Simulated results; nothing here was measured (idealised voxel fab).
process module | voxel wiring stack
cross-section cut | 180 nm wide | cells 5 nm
A cross-section is a grid of square cells, given in bands from the top down. A band is one or more rows of cells.
Each band's line starts with the height of the band's top and of its bottom, in nm. Then come its materials from left to right, each with its width in nm. One material with "throughout" fills the band from edge to edge. "air" is empty space.
Height 0 is the level under which the wafer as received is all one material. The lowest band goes on downwards, as in "0 down".
A width such as "30 to 40" changes by the same amount from each row of cells to the next, from the band's top row to its bottom row.
"no change" after a step means that no cell of the cross-section changed.
closed voids: empty space of 8 cells or more with no open way to the top, each as width x height at its distance from the left edge, in nm
after a step's settings: what the simulator itself notes on the step
overlay nm, on a step with a mask: how far to the right of its planned place the mask lay; to the left if negative
plan
1 op RECEIVE | material Si
2 op CONFORMAL_DEP | material SiO2 | thk nm 15
3 op DIRECTIONAL_DEP | material TiN | thk nm 5
4 op DIRECTIONAL_DEP | material W | thk nm 20
5 op DIRECTIONAL_DEP | material aC | thk nm 10
6 op PATTERN | tone cover | mask id METAL_1 | material resist | width nm 20 | pitch nm 60 | thk nm 25 | overlay nm 0
7 op DIRECTIONAL_ETCH | etch materials aC | depth nm 10
8 op STRIP | etch materials resist
9 op DIRECTIONAL_ETCH | etch materials W | depth nm 20
10 op DIRECTIONAL_ETCH | etch materials TiN | depth nm 5
11 op STRIP | etch materials aC
12 op FILL_DEP | material lowk | thk nm 5
13 op CMP | height nm 40
14 op CONFORMAL_DEP | material SiCN | thk nm 5
15 op DIRECTIONAL_DEP | material SiO2 | thk nm 20
16 op DIRECTIONAL_DEP | material aC | thk nm 15
17 op PATTERN | tone open | mask id PLUG_1 | material resist | width nm 15 | pitch nm 60 | thk nm 35 | overlay nm 0
18 op DIRECTIONAL_ETCH | etch materials aC | depth nm 15
19 op STRIP | etch materials resist
20 op DIRECTIONAL_ETCH | etch materials SiO2 | depth nm 20
21 op DIRECTIONAL_ETCH | etch materials SiCN | depth nm 5
22 op STRIP | etch materials aC
23 op EPI | material Ru | thk nm 10
24 op EPI | material Ru | thk nm 10
25 op EPI | material Ru | thk nm 5
26 op DIRECTIONAL_DEP | material TiN | thk nm 5
27 op DIRECTIONAL_DEP | material Ru | thk nm 15
28 op MASKED_ETCH | tone cover | mask id METAL_2 | width nm 30 | pitch nm 60 | etch materials Ru | depth nm 15 | overlay nm 0
29 op MASKED_ETCH | tone cover | mask id METAL_2 | width nm 30 | pitch nm 60 | etch materials TiN | depth nm 5 | overlay nm 0
30 op CONFORMAL_DEP | material SiCN | thk nm 5
31 op FILL_DEP | material lowk | thk nm 5
32 op CMP | height nm 85
33 op CONFORMAL_DEP | material SiCN | thk nm 5
varied across the wafers: width nm of step 6. The plan shows the first wafer's value. All wafers start alike
first wafer as received, after step 1
  0 down: Si throughout
  closed voids: none
each wafer at the end: cells of each material gained (+) or lost (-) since it was received, then its closed voids
width nm 20 | +99 Ru | +99 SiCN | +216 SiO2 | +30 TiN | +48 W | +156 lowk | closed voids: none
width nm 25 | +99 Ru | +99 SiCN | +216 SiO2 | +33 TiN | +60 W | +141 lowk | closed voids: none
width nm 30 | +99 Ru | +99 SiCN | +216 SiO2 | +36 TiN | +72 W | +126 lowk | closed voids: none
